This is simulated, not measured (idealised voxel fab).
process module | voxel capacitor over wiring
cross-section cut | 145 nm wide | cells 5 nm
A cross-section is a grid of square cells, given in bands from the top down. A band is one or more rows of cells.
Each band's line starts with the height of the band's top and of its bottom, in nm. Then come its materials from left to right, each with its width in nm. One material with "throughout" fills the band from edge to edge. "air" is empty space.
Height 0 is the level under which the wafer as received is all one material. The lowest band goes on downwards, as in "0 down".
A width such as "30 to 40" changes by the same amount from each row of cells to the next, from the band's top row to its bottom row.
"no change" after a step means that no cell of the cross-section changed.
closed voids: empty space of 8 cells or more with no open way to the top, each as width x height at its distance from the left edge, in nm
after a step's settings: what the simulator itself notes on the step
overlay nm, on a step with a mask: how far to the right of its planned place the mask lay; to the left if negative
plan
1 op RECEIVE | material Si
2 op CONFORMAL_DEP | material SiO2 | thk nm 10
3 op CONFORMAL_DEP | material SiN | thk nm 5
4 op DIRECTIONAL_DEP | material SiO2 | thk nm 15
5 op MASKED_ETCH | tone open | mask id METAL_1 | width nm 20 | pitch nm 85 | etch materials SiO2 | depth nm 15 | overlay nm 0
6 op MASKED_ETCH | tone open | mask id METAL_1 | width nm 20 | pitch nm 85 | etch materials SiN | depth nm 5 | overlay nm 0
7 op CONFORMAL_DEP | material TiN | thk nm 5
8 op FILL_DEP | material W | thk nm 10
9 op CMP | height nm 30
10 op CONFORMAL_DEP | material SiCN | thk nm 5
11 op DIRECTIONAL_DEP | material SiO2 | thk nm 20
12 op DIRECTIONAL_DEP | material aC | thk nm 10
13 op PATTERN | tone open | mask id PLUG_1 | material resist | width nm 15 | thk nm 25 | overlay nm 0
14 op DIRECTIONAL_ETCH | etch materials aC | depth nm 10
15 op STRIP | etch materials resist
16 op DIRECTIONAL_ETCH | etch materials SiO2 | depth nm 20
17 op DIRECTIONAL_ETCH | etch materials SiCN | depth nm 5
18 op STRIP | etch materials aC
19 op EPI | material Ru | thk nm 10
20 op EPI | material Ru | thk nm 10
21 op EPI | material Ru | thk nm 5
22 op DIRECTIONAL_DEP | material TiN | thk nm 5
23 op DIRECTIONAL_DEP | material SiN | thk nm 5
24 op DIRECTIONAL_DEP | material TiN | thk nm 10
25 op MASKED_ETCH | tone cover | mask id UPPER_PLATE | width nm 70 | etch materials TiN | depth nm 10 | overlay nm 0
26 op MASKED_ETCH | tone cover | mask id UPPER_PLATE | width nm 60 | etch materials SiN | depth nm 5 | overlay nm 0
27 op DIRECTIONAL_DEP | material aC | thk nm 15
28 op PATTERN | tone cover | mask id LOWER_PLATE | material resist | width nm 80 | thk nm 35 | overlay nm 0
29 op DIRECTIONAL_ETCH | etch materials aC | depth nm 15
30 op STRIP | etch materials resist
31 op DIRECTIONAL_ETCH | etch materials TiN | depth nm 5
32 op STRIP | etch materials aC
33 op FILL_DEP | material SiO2 | thk nm 15
34 op CMP | height nm 85
35 op MASKED_ETCH | tone open | mask id PLUG_2 | width nm 15 | etch materials SiO2 | depth nm 10 | overlay nm 0
36 op CONFORMAL_DEP | material TiN | thk nm 5
37 op FILL_DEP | material Cu | thk nm 5
38 op CMP | height nm 85
39 op CONFORMAL_DEP | material SiCN | thk nm 5
varied across the wafers: width nm of step 26. The plan shows the first wafer's value. All wafers start alike
first wafer as received, after step 1
  0 down: Si throughout
  closed voids: none
each wafer at the end: cells of each material gained (+) or lost (-) since it was received, then its closed voids
width nm 60 | +1 Cu | +15 Ru | +55 SiCN | +35 SiN | +335 SiO2 | +69 TiN | +12 W | closed voids: none
width nm 65 | +1 Cu | +15 Ru | +55 SiCN | +35 SiN | +335 SiO2 | +69 TiN | +12 W | closed voids: none
width nm 70 | +1 Cu | +15 Ru | +55 SiCN | +35 SiN | +335 SiO2 | +69 TiN | +12 W | closed voids: none
width nm 75 | +1 Cu | +15 Ru | +55 SiCN | +36 SiN | +334 SiO2 | +69 TiN | +12 W | closed voids: none
width nm 80 | +1 Cu | +15 Ru | +55 SiCN | +37 SiN | +333 SiO2 | +69 TiN | +12 W | closed voids: none
width nm 85 | +1 Cu | +15 Ru | +55 SiCN | +38 SiN | +331 SiO2 | +70 TiN | +12 W | closed voids: none
